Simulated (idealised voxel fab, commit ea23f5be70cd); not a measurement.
process module | voxel transistor to metal
cross-section cut | 180 nm wide | cells 5 nm
A cross-section is a grid of square cells, given in bands from the top down. A band is one or more rows of cells.
Each band's line starts with the height of the band's top and of its bottom, in nm. Then come its materials from left to right, each with its width in nm. One material with "throughout" fills the band from edge to edge. "air" is empty space.
Height 0 is the level under which the wafer as received is all one material. The lowest band goes on downwards, as in "0 down".
A width such as "30 to 40" changes by the same amount from each row of cells to the next, from the band's top row to its bottom row.
"no change" after a step means that no cell of the cross-section changed.
closed voids: empty space of 8 cells or more with no open way to the top, each as width x height at its distance from the left edge, in nm
after a step's settings: what the simulator itself notes on the step
overlay nm, on a step with a mask: how far to the right of its planned place the mask lay; to the left if negative
Each pair below shows a cross-section before one step and the cross-section after it, down to the lowest band that changed. The line under each pair gives the step between them, with its settings. The pairs can come from different runs of this module on the same starting wafer, so a pair continues from the pair above only where its "before" says so.
before
  30 to 25: air 65 | HfO2 15 | air 20 | HfO2 15 | air 65
  25 to 20: HfO2 70 | SiN 5 | HfO2 5 | air 20 | HfO2 5 | SiN 5 | HfO2 70
  20 to 5: SiO2 70 | SiN 5 | HfO2 5 | air 20 | HfO2 5 | SiN 5 | SiO2 70
  5 to 0: SiO2 30 | SiN 5 | SiO2 25 | SiGe 10 | SiN 5 | HfO2 5 | air 20 | HfO2 5 | SiN 5 | SiGe 10 | SiO2 25 | SiN 5 | SiO2 30
  0 to -5: SiO2 30 | SiN 5 | SiGe 15 | SiO2 10 | SiGe 10 | HfO2 40 | SiGe 10 | SiO2 10 | SiGe 15 | SiN 5 | SiO2 30
  -5 to -10: SiO2 40 | SiGe 30 | Si 40 | SiGe 30 | SiO2 40
  -10 to -15: SiO2 35 | Si 5 | SiGe 30 | Si 40 | SiGe 30 | Si 5 | SiO2 35
  -15 to -30: SiO2 35 | Si 110 | SiO2 35
  -30 down: Si throughout
  closed voids: none
after
  35 to 30: air 60 | TiN 25 | air 10 | TiN 25 | air 60
  30 to 25: TiN 65 | HfO2 15 | TiN 5 | air 10 | TiN 5 | HfO2 15 | TiN 65
  25 to 20: HfO2 70 | SiN 5 | HfO2 5 | TiN 5 | air 10 | TiN 5 | HfO2 5 | SiN 5 | HfO2 70
  20 to 5: SiO2 70 | SiN 5 | HfO2 5 | TiN 5 | air 10 | TiN 5 | HfO2 5 | SiN 5 | SiO2 70
  5 to 0: SiO2 30 | SiN 5 | SiO2 25 | SiGe 10 | SiN 5 | HfO2 5 | TiN 20 | HfO2 5 | SiN 5 | SiGe 10 | SiO2 25 | SiN 5 | SiO2 30
  below 0: unchanged
  closed voids: none
the step between: op CONFORMAL_DEP | material TiN | thk nm 5
before: the cross-section after the pair above
after
  45 to 35: W throughout
  35 to 30: W 60 | TiN 25 | W 10 | TiN 25 | W 60
  30 to 25: TiN 65 | HfO2 15 | TiN 5 | W 10 | TiN 5 | HfO2 15 | TiN 65
  25 to 20: HfO2 70 | SiN 5 | HfO2 5 | TiN 5 | W 10 | TiN 5 | HfO2 5 | SiN 5 | HfO2 70
  20 to 5: SiO2 70 | SiN 5 | HfO2 5 | TiN 5 | W 10 | TiN 5 | HfO2 5 | SiN 5 | SiO2 70
  below 5: unchanged
  closed voids: none
the step between: op FILL_DEP | material W | thk nm 10
before: the cross-section after the pair above
after
  20 to 5: SiO2 70 | SiN 5 | HfO2 5 | TiN 5 | W 10 | TiN 5 | HfO2 5 | SiN 5 | SiO2 70
  below 5: unchanged
  closed voids: none
the step between: op CMP | height nm 20
before: the cross-section after the pair above
after
  30 to 20: SiO2 throughout
  below 20: unchanged
  closed voids: none
the step between: op DIRECTIONAL_DEP | material SiO2 | thk nm 10
before: the cross-section after the pair above
after
  40 to 30: aC throughout
  below 30: unchanged
  closed voids: none
the step between: op DIRECTIONAL_DEP | material aC | thk nm 10
before: the cross-section after the pair above
after
  65 to 40: resist 45 | air 15 | resist 60 | air 15 | resist 45
  below 40: unchanged
  closed voids: none
the step between: op PATTERN | tone open | mask id CONTACT | material resist | width nm 15 | pitch nm 75 | thk nm 25 | overlay nm 0
before: the cross-section after the pair above
after
  55 to 40: resist 45 | air 15 | resist 60 | air 15 | resist 45
  40 to 30: aC 45 | air 15 | aC 60 | air 15 | aC 45
  below 30: unchanged
  closed voids: none
the step between: op DIRECTIONAL_ETCH | etch materials aC | depth nm 10
before: the cross-section after the pair above
after
  40 to 30: aC 45 | air 15 | aC 60 | air 15 | aC 45
  below 30: unchanged
  closed voids: none
the step between: op STRIP | etch materials resist
before: the cross-section after the pair above
after
  40 to 30: aC 45 | air 15 | aC 60 | air 15 | aC 45
  30 to 20: SiO2 45 | air 15 | SiO2 60 | air 15 | SiO2 45
  20 to 5: SiO2 45 | air 15 | SiO2 10 | SiN 5 | HfO2 5 | TiN 5 | W 10 | TiN 5 | HfO2 5 | SiN 5 | SiO2 10 | air 15 | SiO2 45
  5 to 0: SiO2 30 | SiN 5 | SiO2 10 | air 15 | SiGe 10 | SiN 5 | HfO2 5 | TiN 20 | HfO2 5 | SiN 5 | SiGe 10 | air 15 | SiO2 10 | SiN 5 | SiO2 30
  0 to -5: SiO2 30 | SiN 5 | SiGe 15 | air 10 | SiGe 10 | HfO2 40 | SiGe 10 | air 10 | SiGe 15 | SiN 5 | SiO2 30
  below -5: unchanged
  closed voids: none
the step between: op DIRECTIONAL_ETCH | etch materials SiO2 | depth nm 35
before: the cross-section after the pair above
after
  30 to 20: SiO2 45 | air 15 | SiO2 60 | air 15 | SiO2 45
  below 20: unchanged
  closed voids: none
the step between: op STRIP | etch materials aC
before: the cross-section after the pair above
after
  35 to 30: TiN 50 | air 5 | TiN 70 | air 5 | TiN 50
  30 to 20: SiO2 45 | TiN 5 | air 5 | TiN 5 | SiO2 60 | TiN 5 | air 5 | TiN 5 | SiO2 45
  20 to 5: SiO2 45 | TiN 5 | air 5 | TiN 5 | SiO2 10 | SiN 5 | HfO2 5 | TiN 5 | W 10 | TiN 5 | HfO2 5 | SiN 5 | SiO2 10 | TiN 5 | air 5 | TiN 5 | SiO2 45
  5 to 0: SiO2 30 | SiN 5 | SiO2 10 | TiN 15 | SiGe 10 | SiN 5 | HfO2 5 | TiN 20 | HfO2 5 | SiN 5 | SiGe 10 | TiN 15 | SiO2 10 | SiN 5 | SiO2 30
  0 to -5: SiO2 30 | SiN 5 | SiGe 15 | TiN 10 | SiGe 10 | HfO2 40 | SiGe 10 | TiN 10 | SiGe 15 | SiN 5 | SiO2 30
  below -5: unchanged
  closed voids: none
the step between: op CONFORMAL_DEP | material TiN | thk nm 5
before: the cross-section after the pair above
after
  40 to 35: W throughout
  35 to 30: TiN 50 | W 5 | TiN 70 | W 5 | TiN 50
  30 to 20: SiO2 45 | TiN 5 | W 5 | TiN 5 | SiO2 60 | TiN 5 | W 5 | TiN 5 | SiO2 45
  20 to 5: SiO2 45 | TiN 5 | W 5 | TiN 5 | SiO2 10 | SiN 5 | HfO2 5 | TiN 5 | W 10 | TiN 5 | HfO2 5 | SiN 5 | SiO2 10 | TiN 5 | W 5 | TiN 5 | SiO2 45
  below 5: unchanged
  closed voids: none
the step between: op FILL_DEP | material W | thk nm 5
before: the cross-section after the pair above
after
  30 to 20: SiO2 45 | TiN 5 | W 5 | TiN 5 | SiO2 60 | TiN 5 | W 5 | TiN 5 | SiO2 45
  below 20: unchanged
  closed voids: none
the step between: op CMP | height nm 30
before: the cross-section after the pair above
after
  35 to 30: TiN throughout
  below 30: unchanged
  closed voids: none
the step between: op DIRECTIONAL_DEP | material TiN | thk nm 5
before: the cross-section after the pair above
after
  55 to 35: Ru throughout
  below 35: unchanged
  closed voids: none
the step between: op DIRECTIONAL_DEP | material Ru | thk nm 20
before: the cross-section after the pair above
after
  70 to 55: aC throughout
  below 55: unchanged
  closed voids: none
the step between: op DIRECTIONAL_DEP | material aC | thk nm 15
before: the cross-section after the pair above
after
  105 to 70: air 45 | resist 15 | air 60 | resist 15 | air 45
  below 70: unchanged
  closed voids: none
the step between: op PATTERN | tone cover | mask id METAL_1 | material resist | width nm 15 | pitch nm 75 | thk nm 35 | overlay nm 0
before: the cross-section after the pair above
after
  90 to 70: air 45 | resist 15 | air 60 | resist 15 | air 45
  70 to 55: air 45 | aC 15 | air 60 | aC 15 | air 45
  below 55: unchanged
  closed voids: none
the step between: op DIRECTIONAL_ETCH | etch materials aC | depth nm 15
before: the cross-section after the pair above
after
  70 to 55: air 45 | aC 15 | air 60 | aC 15 | air 45
  below 55: unchanged
  closed voids: none
the step between: op STRIP | etch materials resist
before: the cross-section after the pair above
after
  70 to 55: air 45 | aC 15 | air 60 | aC 15 | air 45
  55 to 35: air 45 | Ru 15 | air 60 | Ru 15 | air 45
  below 35: unchanged
  closed voids: none
the step between: op DIRECTIONAL_ETCH | etch materials Ru | depth nm 20
before: the cross-section after the pair above
after
  70 to 55: air 45 | aC 15 | air 60 | aC 15 | air 45
  55 to 35: air 45 | Ru 15 | air 60 | Ru 15 | air 45
  35 to 30: air 45 | TiN 15 | air 60 | TiN 15 | air 45
  below 30: unchanged
  closed voids: none
the step between: op DIRECTIONAL_ETCH | etch materials TiN | depth nm 5
before: the cross-section after the pair above
after
  55 to 35: air 45 | Ru 15 | air 60 | Ru 15 | air 45
  below 35: unchanged
  closed voids: none
the step between: op STRIP | etch materials aC
before: the cross-section after the pair above
after
  60 to 55: air 40 | SiN 25 | air 50 | SiN 25 | air 40
  55 to 35: air 40 | SiN 5 | Ru 15 | SiN 5 | air 50 | SiN 5 | Ru 15 | SiN 5 | air 40
  35 to 30: SiN 45 | TiN 15 | SiN 60 | TiN 15 | SiN 45
  below 30: unchanged
  closed voids: none
the step between: op CONFORMAL_DEP | material SiN | thk nm 5
before: the cross-section after the pair above
after
  70 to 60: lowk throughout
  60 to 55: lowk 40 | SiN 25 | lowk 50 | SiN 25 | lowk 40
  55 to 35: lowk 40 | SiN 5 | Ru 15 | SiN 5 | lowk 50 | SiN 5 | Ru 15 | SiN 5 | lowk 40
  below 35: unchanged
  closed voids: none
the step between: op FILL_DEP | material lowk | thk nm 10
before: the cross-section after the pair above
after
  55 to 35: lowk 40 | SiN 5 | Ru 15 | SiN 5 | lowk 50 | SiN 5 | Ru 15 | SiN 5 | lowk 40
  below 35: unchanged
  closed voids: none
the step between: op CMP | height nm 55
before: the cross-section after the pair above
after
  60 to 55: SiCN throughout
  below 55: unchanged
  closed voids: none
the step between: op CONFORMAL_DEP | material SiCN | thk nm 5
before
  25 to 15: air 35 | aC 110 | air 35
  15 to 5: air 35 | SiN 110 | air 35
  5 to 0: air 35 | SiO2 110 | air 35
  0 to -30: air 35 | Si 110 | air 35
  -30 down: Si throughout
  closed voids: none
after
  25 to 15: air 35 | aC 110 | air 35
  15 to 5: air 35 | SiN 110 | air 35
  5 to 0: air 35 | SiO2 110 | air 35
  0 to -60: air 35 | Si 110 | air 35
  below -60: unchanged
  closed voids: none
the step between: op DIRECTIONAL_ETCH | etch materials Si | depth nm 30
before: the cross-section after the pair above
after
  15 to 5: air 35 | SiN 110 | air 35
  below 5: unchanged
  closed voids: none
the step between: op STRIP | etch materials aC
before: the cross-section after the pair above
after
  25 to 15: SiO2 throughout
  15 to 5: SiO2 35 | SiN 110 | SiO2 35
  5 to 0: SiO2 throughout
  0 to -60: SiO2 35 | Si 110 | SiO2 35
  below -60: unchanged
  closed voids: none
the step between: op FILL_DEP | material SiO2 | thk nm 10
before: the cross-section after the pair above
after
  15 to 5: SiO2 35 | SiN 110 | SiO2 35
  below 5: unchanged
  closed voids: none
the step between: op CMP | height nm 15
before: the cross-section after the pair above
after
  15 to 10: air 35 | SiN 110 | air 35
  below 10: unchanged
  closed voids: none
the step between: op SELECTIVE_ETCH | etch materials SiO2 | depth nm 5
before: the cross-section after the pair above
after
  10 to 5: SiO2 35 | air 110 | SiO2 35
  below 5: unchanged
  closed voids: none
the step between: op STRIP | etch materials SiN
before: the cross-section after the pair above
after
  5 to 0: SiO2 30 | air 120 | SiO2 30
  below 0: unchanged
  closed voids: none
the step between: op SELECTIVE_ETCH | etch materials SiO2 | depth nm 5
before: the cross-section after the pair above
after
  5 to 0: SiO2 30 | air 120 | SiO2 30
  0 to -5: SiO2 throughout
  below -5: unchanged
  closed voids: none
the step between: op OXIDIZE | depth nm 5
before: the cross-section after the pair above
after
  30 to 25: polySi 30 | air 120 | polySi 30
  25 to 5: polySi throughout
  5 to 0: SiO2 30 | polySi 120 | SiO2 30
  below 0: unchanged
  closed voids: none
the step between: op DIRECTIONAL_DEP | material polySi | thk nm 25
before: the cross-section after the pair above
after
  45 to 40: SiCN 30 | air 120 | SiCN 30
  40 to 30: SiCN throughout
  30 to 25: polySi 30 | SiCN 120 | polySi 30
  below 25: unchanged
  closed voids: none
the step between: op DIRECTIONAL_DEP | material SiCN | thk nm 15
before: the cross-section after the pair above
after
  65 to 45: air 75 | resist 30 | air 75
  45 to 40: SiCN 30 | air 45 | resist 30 | air 45 | SiCN 30
  below 40: unchanged
  closed voids: none
the step between: op PATTERN | tone cover | mask id GATE | material resist | width nm 30 | thk nm 20 | overlay nm 0
before: the cross-section after the pair above
after
  65 to 40: air 75 | resist 30 | air 75
  40 to 30: air 75 | SiCN 30 | air 75
  30 to 25: polySi 30 | air 45 | SiCN 30 | air 45 | polySi 30
  below 25: unchanged
  closed voids: none
the step between: op DIRECTIONAL_ETCH | etch materials SiCN | depth nm 25
before: the cross-section after the pair above
after
  65 to 40: air 75 | resist 30 | air 75
  40 to 25: air 75 | SiCN 30 | air 75
  25 to 5: air 75 | polySi 30 | air 75
  5 to 0: SiO2 30 | air 45 | polySi 30 | air 45 | SiO2 30
  below 0: unchanged
  closed voids: none
the step between: op DIRECTIONAL_ETCH | etch materials polySi | depth nm 35
before: the cross-section after the pair above
after
  40 to 25: air 75 | SiCN 30 | air 75
  below 25: unchanged
  closed voids: none
the step between: op STRIP | etch materials resist
before: the cross-section after the pair above
after
  45 to 40: air 70 | SiN 40 | air 70
  40 to 25: air 70 | SiN 5 | SiCN 30 | SiN 5 | air 70
  25 to 10: air 70 | SiN 5 | polySi 30 | SiN 5 | air 70
  10 to 5: SiN 35 | air 35 | SiN 5 | polySi 30 | SiN 5 | air 35 | SiN 35
  5 to 0: SiO2 30 | SiN 45 | polySi 30 | SiN 45 | SiO2 30
  below 0: unchanged
  closed voids: none
the step between: op CONFORMAL_DEP | material SiN | thk nm 5
before: the cross-section after the pair above
after
  40 to 25: air 70 | SiN 5 | SiCN 30 | SiN 5 | air 70
  25 to 5: air 70 | SiN 5 | polySi 30 | SiN 5 | air 70
  5 to 0: SiO2 30 | SiN 5 | air 35 | SiN 5 | polySi 30 | SiN 5 | air 35 | SiN 5 | SiO2 30
  below 0: unchanged
  closed voids: none
the step between: op DIRECTIONAL_ETCH | etch materials SiN | depth nm 5
before: the cross-section after the pair above
after
  40 to 25: air 70 | SiN 5 | SiCN 30 | SiN 5 | air 70
  25 to 5: air 70 | SiN 5 | polySi 30 | SiN 5 | air 70
  5 to 0: air 30 | SiN 5 | air 35 | SiN 5 | polySi 30 | SiN 5 | air 35 | SiN 5 | air 30
  0 to -5: SiO2 35 | air 35 | SiO2 40 | air 35 | SiO2 35
  below -5: unchanged
  closed voids: none
the step between: op DIRECTIONAL_ETCH | etch materials SiO2 | depth nm 5
before: the cross-section after the pair above
after
  40 to 25: air 70 | SiN 5 | SiCN 30 | SiN 5 | air 70
  25 to 5: air 70 | SiN 5 | polySi 30 | SiN 5 | air 70
  5 to 0: air 30 | SiN 5 | air 35 | SiN 5 | polySi 30 | SiN 5 | air 35 | SiN 5 | air 30
  0 to -5: SiO2 35 | air 35 | SiO2 40 | air 35 | SiO2 35
  -5 to -15: SiO2 35 | air 35 | Si 40 | air 35 | SiO2 35
  below -15: unchanged
  closed voids: none
the step between: op DIRECTIONAL_ETCH | etch materials Si | depth nm 10
before: the cross-section after the pair above
after
  40 to 25: air 70 | SiN 5 | SiCN 30 | SiN 5 | air 70
  25 to 5: air 70 | SiN 5 | polySi 30 | SiN 5 | air 70
  5 to 0: air 30 | SiN 5 | air 25 | SiGe 10 | SiN 5 | polySi 30 | SiN 5 | SiGe 10 | air 25 | SiN 5 | air 30
  0 to -5: SiO2 35 | air 25 | SiGe 10 | SiO2 40 | SiGe 10 | air 25 | SiO2 35
  -5 to -15: SiO2 35 | SiGe 35 | Si 40 | SiGe 35 | SiO2 35
  below -15: unchanged
  closed voids: none
the step between: op EPI | material SiGe | thk nm 10
before: the cross-section after the pair above
after
  50 to 40: SiO2 throughout
  40 to 25: SiO2 70 | SiN 5 | SiCN 30 | SiN 5 | SiO2 70
  25 to 5: SiO2 70 | SiN 5 | polySi 30 | SiN 5 | SiO2 70
  5 to 0: SiO2 30 | SiN 5 | SiO2 25 | SiGe 10 | SiN 5 | polySi 30 | SiN 5 | SiGe 10 | SiO2 25 | SiN 5 | SiO2 30
  0 to -5: SiO2 60 | SiGe 10 | SiO2 40 | SiGe 10 | SiO2 60
  below -5: unchanged
  closed voids: none
the step between: op FILL_DEP | material SiO2 | thk nm 10
before: the cross-section after the pair above
after
  25 to 5: SiO2 70 | SiN 5 | polySi 30 | SiN 5 | SiO2 70
  below 5: unchanged
  closed voids: none
the step between: op CMP | height nm 25
before: the cross-section after the pair above
after
  25 to 5: SiO2 70 | SiN 5 | air 30 | SiN 5 | SiO2 70
  5 to 0: SiO2 30 | SiN 5 | SiO2 25 | SiGe 10 | SiN 5 | air 30 | SiN 5 | SiGe 10 | SiO2 25 | SiN 5 | SiO2 30
  below 0: unchanged
  closed voids: none
the step between: op STRIP | etch materials polySi
before: the cross-section after the pair above
after
  25 to 20: air 70 | SiN 5 | air 30 | SiN 5 | air 70
  20 to 5: SiO2 70 | SiN 5 | air 30 | SiN 5 | SiO2 70
  5 to 0: SiO2 30 | SiN 5 | SiO2 25 | SiGe 10 | SiN 5 | air 30 | SiN 5 | SiGe 10 | SiO2 25 | SiN 5 | SiO2 30
  0 to -5: SiO2 60 | SiGe 10 | air 40 | SiGe 10 | SiO2 60
  below -5: unchanged
  closed voids: none
the step between: op SELECTIVE_ETCH | etch materials SiO2 | depth nm 5
before: the cross-section after the pair above
after
  30 to 25: air 65 | HfO2 15 | air 20 | HfO2 15 | air 65
  25 to 20: HfO2 70 | SiN 5 | HfO2 5 | air 20 | HfO2 5 | SiN 5 | HfO2 70
  20 to 5: SiO2 70 | SiN 5 | HfO2 5 | air 20 | HfO2 5 | SiN 5 | SiO2 70
  5 to 0: SiO2 30 | SiN 5 | SiO2 25 | SiGe 10 | SiN 5 | HfO2 5 | air 20 | HfO2 5 | SiN 5 | SiGe 10 | SiO2 25 | SiN 5 | SiO2 30
  0 to -5: SiO2 60 | SiGe 10 | HfO2 40 | SiGe 10 | SiO2 60
  below -5: unchanged
  closed voids: none
the step between: op CONFORMAL_DEP | material HfO2 | thk nm 5
before: the cross-section after the pair above
after
  35 to 30: air 60 | TiN 25 | air 10 | TiN 25 | air 60
  30 to 25: TiN 65 | HfO2 15 | TiN 5 | air 10 | TiN 5 | HfO2 15 | TiN 65
  25 to 20: HfO2 70 | SiN 5 | HfO2 5 | TiN 5 | air 10 | TiN 5 | HfO2 5 | SiN 5 | HfO2 70
  20 to 5: SiO2 70 | SiN 5 | HfO2 5 | TiN 5 | air 10 | TiN 5 | HfO2 5 | SiN 5 | SiO2 70
  5 to 0: SiO2 30 | SiN 5 | SiO2 25 | SiGe 10 | SiN 5 | HfO2 5 | TiN 20 | HfO2 5 | SiN 5 | SiGe 10 | SiO2 25 | SiN 5 | SiO2 30
  below 0: unchanged
  closed voids: none
the step between: op CONFORMAL_DEP | material TiN | thk nm 5
before: the cross-section after the pair above
after
  45 to 35: W throughout
  35 to 30: W 60 | TiN 25 | W 10 | TiN 25 | W 60
  30 to 25: TiN 65 | HfO2 15 | TiN 5 | W 10 | TiN 5 | HfO2 15 | TiN 65
  25 to 20: HfO2 70 | SiN 5 | HfO2 5 | TiN 5 | W 10 | TiN 5 | HfO2 5 | SiN 5 | HfO2 70
  20 to 5: SiO2 70 | SiN 5 | HfO2 5 | TiN 5 | W 10 | TiN 5 | HfO2 5 | SiN 5 | SiO2 70
  below 5: unchanged
  closed voids: none
the step between: op FILL_DEP | material W | thk nm 10
before: the cross-section after the pair above
after
  20 to 5: SiO2 70 | SiN 5 | HfO2 5 | TiN 5 | W 10 | TiN 5 | HfO2 5 | SiN 5 | SiO2 70
  below 5: unchanged
  closed voids: none
the step between: op CMP | height nm 20
before: the cross-section after the pair above
after
  30 to 20: SiO2 throughout
  below 20: unchanged
  closed voids: none
the step between: op DIRECTIONAL_DEP | material SiO2 | thk nm 10
before: the cross-section after the pair above
after
  40 to 30: aC throughout
  below 30: unchanged
  closed voids: none
the step between: op DIRECTIONAL_DEP | material aC | thk nm 10
before: the cross-section after the pair above
after
  65 to 40: resist 45 | air 15 | resist 60 | air 15 | resist 45
  below 40: unchanged
  closed voids: none
the step between: op PATTERN | tone open | mask id CONTACT | material resist | width nm 15 | pitch nm 75 | thk nm 25 | overlay nm 0
before: the cross-section after the pair above
after
  55 to 40: resist 45 | air 15 | resist 60 | air 15 | resist 45
  40 to 30: aC 45 | air 15 | aC 60 | air 15 | aC 45
  below 30: unchanged
  closed voids: none
the step between: op DIRECTIONAL_ETCH | etch materials aC | depth nm 10
before: the cross-section after the pair above
after
  40 to 30: aC 45 | air 15 | aC 60 | air 15 | aC 45
  below 30: unchanged
  closed voids: none
the step between: op STRIP | etch materials resist
before: the cross-section after the pair above
after
  40 to 30: aC 45 | air 15 | aC 60 | air 15 | aC 45
  30 to 20: SiO2 45 | air 15 | SiO2 60 | air 15 | SiO2 45
  20 to 5: SiO2 45 | air 15 | SiO2 10 | SiN 5 | HfO2 5 | TiN 5 | W 10 | TiN 5 | HfO2 5 | SiN 5 | SiO2 10 | air 15 | SiO2 45
  5 to 0: SiO2 30 | SiN 5 | SiO2 10 | air 15 | SiGe 10 | SiN 5 | HfO2 5 | TiN 20 | HfO2 5 | SiN 5 | SiGe 10 | air 15 | SiO2 10 | SiN 5 | SiO2 30
  0 to -5: SiO2 45 | air 15 | SiGe 10 | HfO2 40 | SiGe 10 | air 15 | SiO2 45
  below -5: unchanged
  closed voids: none
the step between: op DIRECTIONAL_ETCH | etch materials SiO2 | depth nm 35
before: the cross-section after the pair above
after
  30 to 20: SiO2 45 | air 15 | SiO2 60 | air 15 | SiO2 45
  below 20: unchanged
  closed voids: none
the step between: op STRIP | etch materials aC
before: the cross-section after the pair above
after
  35 to 30: TiN 50 | air 5 | TiN 70 | air 5 | TiN 50
  30 to 20: SiO2 45 | TiN 5 | air 5 | TiN 5 | SiO2 60 | TiN 5 | air 5 | TiN 5 | SiO2 45
  20 to 5: SiO2 45 | TiN 5 | air 5 | TiN 5 | SiO2 10 | SiN 5 | HfO2 5 | TiN 5 | W 10 | TiN 5 | HfO2 5 | SiN 5 | SiO2 10 | TiN 5 | air 5 | TiN 5 | SiO2 45
  5 to 0: SiO2 30 | SiN 5 | SiO2 10 | TiN 5 | air 5 | TiN 5 | SiGe 10 | SiN 5 | HfO2 5 | TiN 20 | HfO2 5 | SiN 5 | SiGe 10 | TiN 5 | air 5 | TiN 5 | SiO2 10 | SiN 5 | SiO2 30
  0 to -5: SiO2 45 | TiN 15 | SiGe 10 | HfO2 40 | SiGe 10 | TiN 15 | SiO2 45
  below -5: unchanged
  closed voids: none
the step between: op CONFORMAL_DEP | material TiN | thk nm 5
before: the cross-section after the pair above
after
  40 to 35: W throughout
  35 to 30: TiN 50 | W 5 | TiN 70 | W 5 | TiN 50
  30 to 20: SiO2 45 | TiN 5 | W 5 | TiN 5 | SiO2 60 | TiN 5 | W 5 | TiN 5 | SiO2 45
  20 to 5: SiO2 45 | TiN 5 | W 5 | TiN 5 | SiO2 10 | SiN 5 | HfO2 5 | TiN 5 | W 10 | TiN 5 | HfO2 5 | SiN 5 | SiO2 10 | TiN 5 | W 5 | TiN 5 | SiO2 45
  5 to 0: SiO2 30 | SiN 5 | SiO2 10 | TiN 5 | W 5 | TiN 5 | SiGe 10 | SiN 5 | HfO2 5 | TiN 20 | HfO2 5 | SiN 5 | SiGe 10 | TiN 5 | W 5 | TiN 5 | SiO2 10 | SiN 5 | SiO2 30
  below 0: unchanged
  closed voids: none
the step between: op FILL_DEP | material W | thk nm 5
before: the cross-section after the pair above
after
  30 to 20: SiO2 45 | TiN 5 | W 5 | TiN 5 | SiO2 60 | TiN 5 | W 5 | TiN 5 | SiO2 45
  below 20: unchanged
  closed voids: none
the step between: op CMP | height nm 30
before: the cross-section after the pair above
after
  35 to 30: TiN throughout
  below 30: unchanged
  closed voids: none
the step between: op DIRECTIONAL_DEP | material TiN | thk nm 5
before: the cross-section after the pair above
after
  55 to 35: Ru throughout
  below 35: unchanged
  closed voids: none
the step between: op DIRECTIONAL_DEP | material Ru | thk nm 20
before: the cross-section after the pair above
after
  70 to 55: aC throughout
  below 55: unchanged
  closed voids: none
the step between: op DIRECTIONAL_DEP | material aC | thk nm 15
before: the cross-section after the pair above
after
  105 to 70: air 45 | resist 15 | air 60 | resist 15 | air 45
  below 70: unchanged
  closed voids: none
the step between: op PATTERN | tone cover | mask id METAL_1 | material resist | width nm 15 | pitch nm 75 | thk nm 35 | overlay nm 0
before: the cross-section after the pair above
after
  90 to 70: air 45 | resist 15 | air 60 | resist 15 | air 45
  70 to 55: air 45 | aC 15 | air 60 | aC 15 | air 45
  below 55: unchanged
  closed voids: none
the step between: op DIRECTIONAL_ETCH | etch materials aC | depth nm 15
before: the cross-section after the pair above
after
  70 to 55: air 45 | aC 15 | air 60 | aC 15 | air 45
  below 55: unchanged
  closed voids: none
the step between: op STRIP | etch materials resist
before: the cross-section after the pair above
after
  70 to 55: air 45 | aC 15 | air 60 | aC 15 | air 45
  55 to 35: air 45 | Ru 15 | air 60 | Ru 15 | air 45
  below 35: unchanged
  closed voids: none
the step between: op DIRECTIONAL_ETCH | etch materials Ru | depth nm 20
before: the cross-section after the pair above
after
  70 to 55: air 45 | aC 15 | air 60 | aC 15 | air 45
  55 to 35: air 45 | Ru 15 | air 60 | Ru 15 | air 45
  35 to 30: air 45 | TiN 15 | air 60 | TiN 15 | air 45
  below 30: unchanged
  closed voids: none
the step between: op DIRECTIONAL_ETCH | etch materials TiN | depth nm 5
before: the cross-section after the pair above
after
  55 to 35: air 45 | Ru 15 | air 60 | Ru 15 | air 45
  below 35: unchanged
  closed voids: none
the step between: op STRIP | etch materials aC
before: the cross-section after the pair above
after
  60 to 55: air 40 | SiN 25 | air 50 | SiN 25 | air 40
  55 to 35: air 40 | SiN 5 | Ru 15 | SiN 5 | air 50 | SiN 5 | Ru 15 | SiN 5 | air 40
  35 to 30: SiN 45 | TiN 15 | SiN 60 | TiN 15 | SiN 45
  below 30: unchanged
  closed voids: none
the step between: op CONFORMAL_DEP | material SiN | thk nm 5
before: the cross-section after the pair above
after
  70 to 60: lowk throughout
  60 to 55: lowk 40 | SiN 25 | lowk 50 | SiN 25 | lowk 40
  55 to 35: lowk 40 | SiN 5 | Ru 15 | SiN 5 | lowk 50 | SiN 5 | Ru 15 | SiN 5 | lowk 40
  below 35: unchanged
  closed voids: none
the step between: op FILL_DEP | material lowk | thk nm 10
before: the cross-section after the pair above
after
  55 to 35: lowk 40 | SiN 5 | Ru 15 | SiN 5 | lowk 50 | SiN 5 | Ru 15 | SiN 5 | lowk 40
  below 35: unchanged
  closed voids: none
the step between: op CMP | height nm 55
before: the cross-section after the pair above
after
  60 to 55: SiCN throughout
  below 55: unchanged
  closed voids: none
the step between: op CONFORMAL_DEP | material SiCN | thk nm 5
before
  25 to 20: air 70 | SiN 5 | air 30 | SiN 5 | air 70
  20 to 5: SiO2 70 | SiN 5 | air 30 | SiN 5 | SiO2 70
  5 to 0: SiO2 30 | SiN 5 | SiO2 25 | SiGe 10 | SiN 5 | air 30 | SiN 5 | SiGe 10 | SiO2 25 | SiN 5 | SiO2 30
  0 to -5: SiO2 60 | SiGe 10 | air 40 | SiGe 10 | SiO2 60
  -5 to -15: SiO2 35 | SiGe 35 | Si 40 | SiGe 35 | SiO2 35
  -15 to -30: SiO2 35 | Si 110 | SiO2 35
  -30 down: Si throughout
  closed voids: none
after
  30 to 25: air 65 | TiN 15 | air 20 | TiN 15 | air 65
  25 to 20: TiN 70 | SiN 5 | TiN 5 | air 20 | TiN 5 | SiN 5 | TiN 70
  20 to 5: SiO2 70 | SiN 5 | TiN 5 | air 20 | TiN 5 | SiN 5 | SiO2 70
  5 to 0: SiO2 30 | SiN 5 | SiO2 25 | SiGe 10 | SiN 5 | TiN 5 | air 20 | TiN 5 | SiN 5 | SiGe 10 | SiO2 25 | SiN 5 | SiO2 30
  0 to -5: SiO2 60 | SiGe 10 | TiN 40 | SiGe 10 | SiO2 60
  below -5: unchanged
  closed voids: none
the step between: op CONFORMAL_DEP | material TiN | thk nm 5
before: the cross-section after the pair above
after
  35 to 30: air 60 | HfO2 25 | air 10 | HfO2 25 | air 60
  30 to 25: HfO2 65 | TiN 15 | HfO2 5 | air 10 | HfO2 5 | TiN 15 | HfO2 65
  25 to 20: TiN 70 | SiN 5 | TiN 5 | HfO2 5 | air 10 | HfO2 5 | TiN 5 | SiN 5 | TiN 70
  20 to 5: SiO2 70 | SiN 5 | TiN 5 | HfO2 5 | air 10 | HfO2 5 | TiN 5 | SiN 5 | SiO2 70
  5 to 0: SiO2 30 | SiN 5 | SiO2 25 | SiGe 10 | SiN 5 | TiN 5 | HfO2 20 | TiN 5 | SiN 5 | SiGe 10 | SiO2 25 | SiN 5 | SiO2 30
  below 0: unchanged
  closed voids: none
the step between: op CONFORMAL_DEP | material HfO2 | thk nm 5
before: the cross-section after the pair above
after
  45 to 35: W throughout
  35 to 30: W 60 | HfO2 25 | W 10 | HfO2 25 | W 60
  30 to 25: HfO2 65 | TiN 15 | HfO2 5 | W 10 | HfO2 5 | TiN 15 | HfO2 65
  25 to 20: TiN 70 | SiN 5 | TiN 5 | HfO2 5 | W 10 | HfO2 5 | TiN 5 | SiN 5 | TiN 70
  20 to 5: SiO2 70 | SiN 5 | TiN 5 | HfO2 5 | W 10 | HfO2 5 | TiN 5 | SiN 5 | SiO2 70
  below 5: unchanged
  closed voids: none
the step between: op FILL_DEP | material W | thk nm 10
